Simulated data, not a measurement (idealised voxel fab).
process module | voxel self aligned vias
cross-section cut | 165 nm wide | cells 5 nm
A cross-section is a grid of square cells, given in bands from the top down. A band is one or more rows of cells.
Each band's line starts with the height of the band's top and of its bottom, in nm. Then come its materials from left to right, each with its width in nm. One material with "throughout" fills the band from edge to edge. "air" is empty space.
Height 0 is the level under which the wafer as received is all one material. The lowest band goes on downwards, as in "0 down".
A width such as "30 to 40" changes by the same amount from each row of cells to the next, from the band's top row to its bottom row.
"no change" after a step means that no cell of the cross-section changed.
closed voids: empty space of 8 cells or more with no open way to the top, each as width x height at its distance from the left edge, in nm
after a step's settings: what the simulator itself notes on the step
overlay nm, on a step with a mask: how far to the right of its planned place the mask lay; to the left if negative
plan
1 op RECEIVE | material Si
2 op CONFORMAL_DEP | material SiO2 | thk nm 15
3 op CONFORMAL_DEP | material SiCN | thk nm 5
4 op DIRECTIONAL_DEP | material lowk | thk nm 30
5 op PATTERN | tone open | mask id LINES | material resist | width nm 30 | pitch nm 80 | thk nm 20 | overlay nm 0
6 op DIRECTIONAL_ETCH | etch materials lowk | depth nm 30
7 op STRIP | etch materials resist
8 op CONFORMAL_DEP | material TiN | thk nm 5
9 op FILL_DEP | material W | thk nm 10
10 op CMP | height nm 50
11 op SELECTIVE_ETCH | etch materials W Ru TiN | depth nm 10
12 op FILL_DEP | material SiN | thk nm 5
13 op CMP | height nm 50
14 op DIRECTIONAL_DEP | material lowk | thk nm 20
15 op DIRECTIONAL_DEP | material aC | thk nm 10
16 op PATTERN | tone open | mask id VIAS | material resist | width nm 40 | pitch nm 80 | thk nm 30 | overlay nm 0
17 op DIRECTIONAL_ETCH | etch materials aC | depth nm 10
18 op STRIP | etch materials resist
19 op DIRECTIONAL_ETCH | etch materials lowk | depth nm 20
20 op DIRECTIONAL_ETCH | etch materials SiN | depth nm 10
21 op STRIP | etch materials aC
22 op CONFORMAL_DEP | material TiN | thk nm 5
23 op FILL_DEP | material W | thk nm 10
24 op CMP | height nm 70
25 op CONFORMAL_DEP | material SiCN | thk nm 5
varied across the wafers: width nm of step 16. The plan shows the first wafer's value. All wafers start alike
first wafer as received, after step 1
  0 down: Si throughout
  closed voids: none
each wafer at the end: cells of each material gained (+) or lost (-) since it was received, then its closed voids
width nm 40 | +66 SiCN | +99 SiO2 | +60 TiN | +76 W | +194 lowk | closed voids: none
width nm 45 | +66 SiCN | +99 SiO2 | +62 TiN | +82 W | +186 lowk | closed voids: none
width nm 50 | +66 SiCN | +99 SiO2 | +64 TiN | +88 W | +178 lowk | closed voids: none
width nm 55 | +66 SiCN | +99 SiO2 | +66 TiN | +94 W | +170 lowk | closed voids: none
